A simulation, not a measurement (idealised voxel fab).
Title: Process Module voxel self aligned contacts
In the cross-section labelled cut, the width is 180 nm and each square cell is 5 nm.
This document writes a cross-section as a grid whose cells are square, and gives it as bands, listed from the top down; one or more rows of cells form a band.
Band: top height; bottom height; in nm. Then, left to right: material with width in nm, for each material. "throughout": a single material spanning edge to edge. "air": empty space.
Heights are reckoned from 0. Under this level, the received wafer is all of one material. The bottommost band is open-ended downward, for example "from 0 down".
It should be noted that a width expressed as "30..40" varies in equal increments from row to row of cells within the band, taking the value of the first number at the top row and that of the second number at the bottom row.
Step note "remains unaltered" = no cross-section cell changed.
In the "Entrapped voids" entry, you get each enclosed empty space of 8 cells or more, one with no open way to the top, written width x height at distance, distance from the left edge, in nm.
On a step's line, text after the settings is the simulator commenting on that step.
The setting "overlay nm" may be written on the line of a step. When the step uses a mask, the value reports how far to the right of the planned place the mask lay, and a negative value reports that it lay to the left.
# Listed below are the process steps as planned
1) RECEIVE,material Si
2) CONFORMAL_DEP,material SiO2,thk nm 5
3) DIRECTIONAL_DEP,material polySi,thk nm 20
4) DIRECTIONAL_DEP,material SiN,thk nm 15
5) PATTERN,tone cover,mask id GATE,material resist,width nm 20,pitch nm 60,thk nm 20,overlay nm 0
6) DIRECTIONAL_ETCH,etch materials SiN,depth nm 15
7) DIRECTIONAL_ETCH,etch materials polySi,depth nm 20
8) STRIP,etch materials resist
9) CONFORMAL_DEP,material SiN,thk nm 5
10) DIRECTIONAL_ETCH,etch materials SiN,depth nm 5
11) FILL_DEP,material SiO2,thk nm 15
12) CMP,height nm 50
13) PATTERN,tone open,mask id CONTACT,material resist,width nm 40,thk nm 15,overlay nm 0
14) DIRECTIONAL_ETCH,etch materials SiO2,depth nm 50
15) STRIP,etch materials resist
16) CONFORMAL_DEP,material TiN,thk nm 5
17) FILL_DEP,material Ru,thk nm 10
18) CMP,height nm 50
19) CONFORMAL_DEP,material SiN,thk nm 5
Wafer-to-wafer difference: width nm, step 5. Common start. Plan = first wafer's value.
# After step 1, as received: first of several wafers, cross-section
* from 0 down = Si throughout
* Entrapped voids: none
# End of the module, past its last step, step 19: how the first of several wafers looks in cross-section
* from 55 to 50 = SiN throughout
* from 50 to 40 = SiO2 70 nm / TiN 5..10 nm / Ru 30..20 nm / TiN 5..10 nm / SiO2 70 nm
* from 40 to 25 = SiO2 45 nm / SiN 30 nm / TiN 5 nm / Ru 20 nm / TiN 5 nm / SiN 30 nm / SiO2 45 nm
* from 25 to 5 = SiO2 45 nm / SiN 5 nm / polySi 20 nm / SiN 5 nm / TiN 5 nm / Ru 20 nm / TiN 5 nm / SiN 5 nm / polySi 20 nm / SiN 5 nm / SiO2 45 nm
* from 5 to 0 = SiO2 75 nm / TiN 30 nm / SiO2 75 nm
* from 0 down = Si throughout
* Entrapped voids: none
# Cross-section at module completion, last wafer
* from 55 to 50 = SiN throughout
* from 50 to 45 = SiO2 70 nm / TiN 5 nm / Ru 30 nm / TiN 5 nm / SiO2 70 nm
* from 45 to 40 = SiO2 70 nm / TiN 40 nm / SiO2 70 nm
* from 40 to 25 = SiO2 35 nm / SiN 55 nm / TiN 5 nm / SiN 55 nm / SiO2 30 nm
* from 25 to 5 = SiO2 35 nm / SiN 5 nm / polySi 45 nm / SiN 5 nm / TiN 5 nm / SiN 5 nm / polySi 45 nm / SiN 5 nm / SiO2 30 nm
* from 5 to 0 = SiO2 90 nm / TiN 5 nm / SiO2 85 nm
* from 0 down = Si throughout
* Entrapped voids: none
# Wafer rows, end of module: cells per material gained (+) or lost (-) since receipt; closed voids last
width nm 20, +38 Ru, +88 SiN, +212 SiO2, +26 TiN, +32 polySi, Entrapped voids: none
width nm 25, +30 Ru, +94 SiN, +206 SiO2, +26 TiN, +40 polySi, Entrapped voids: none
width nm 30, +22 Ru, +100 SiN, +200 SiO2, +26 TiN, +48 polySi, Entrapped voids: none
width nm 35, +14 Ru, +106 SiN, +194 SiO2, +26 TiN, +56 polySi, Entrapped voids: none
width nm 40, +6 Ru, +112 SiN, +188 SiO2, +26 TiN, +64 polySi, Entrapped voids: none
width nm 45, +6 Ru, +118 SiN, +182 SiO2, +18 TiN, +72 polySi, Entrapped voids: none
